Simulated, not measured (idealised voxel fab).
Title: Process Module voxel released beams
Square cell edge 5 nm, section width 255 nm, ID cut.
A cross-section is a grid of square cells, given in bands from the top down. A band is one or more rows of cells. Top height, bottom height, nm. Materials left to right, width each, nm. Single material + "full width" = fills band edge to edge. "blank" = empty. We count height from 0. Below that, the starting wafer is all one material. The lowest band never ends at the bottom but goes on down; see "0 down" for how that is written. Think of "30..40" as a width that walks from the first number to the second as you go down the band, top row to bottom row, taking equal-sized steps from row to row. Take "no modification" at face value: in the step it is given for, the cross-section changed in none of its cells. Basically, "Enclosed voids" tells you about the enclosed voids: empty spaces with no open way to the top, 8 cells or bigger, each written width x height at distance, where distance is from the left edge, all in nm. Step line, after settings: the simulator's comment on this step. overlay nm: step with mask; distance mask lay right of planned place; negative value = left of planned place.

## This section lists the process steps that were planned
1,RECEIVE,material Si
2,CONFORMAL_DEP,material Al2O3,thk nm 5
3,DIRECTIONAL_DEP,material SiO2,thk nm 15
4,MASKED_ETCH,tone open,mask id ANCHOR,width nm 40,etch materials SiO2,depth nm 15,overlay nm 0
5,CONFORMAL_DEP,material polySi,thk nm 15
6,MASKED_ETCH,tone cover,mask id BEAM,width nm 125,etch materials polySi,depth nm 15,overlay nm 0
7,STRIP,etch materials SiO2

## Cross-section, incoming material, after step 1
* 0 down | Si full width
* Enclosed voids: none

## Run as planned - first of the two wafers cross-sectioned at the end of the module
* 35 to 20 | blank 60 nm, then polySi 20 nm, then blank 10 nm, then polySi 95 nm, then blank 70 nm
* 20 to 5 | blank 65 nm, then polySi 40 nm, then blank 150 nm
* 5 to 0 | Al2O3 full width
* 0 down | Si full width
* Enclosed voids: none

## Cross-section, wafer two of two, end of module: same start and plan as wafer one, one error in execution
* 35 to 20 | blank 60 nm, then polySi 30 nm, then blank 10 nm, then polySi 85 nm, then blank 70 nm
* 20 to 5 | blank 75 nm, then polySi 40 nm, then blank 140 nm
* 5 to 0 | Al2O3 full width
* 0 down | Si full width
* Enclosed voids: none
Diagnosis: not per plan at step 4, really ran MASKED_ETCH,tone open,mask id ANCHOR,width nm 40,etch materials SiO2,depth nm 15,overlay nm 10
Tallied in cells, the final second wafer holds each material in the same quantity as the first, although not at the same places.
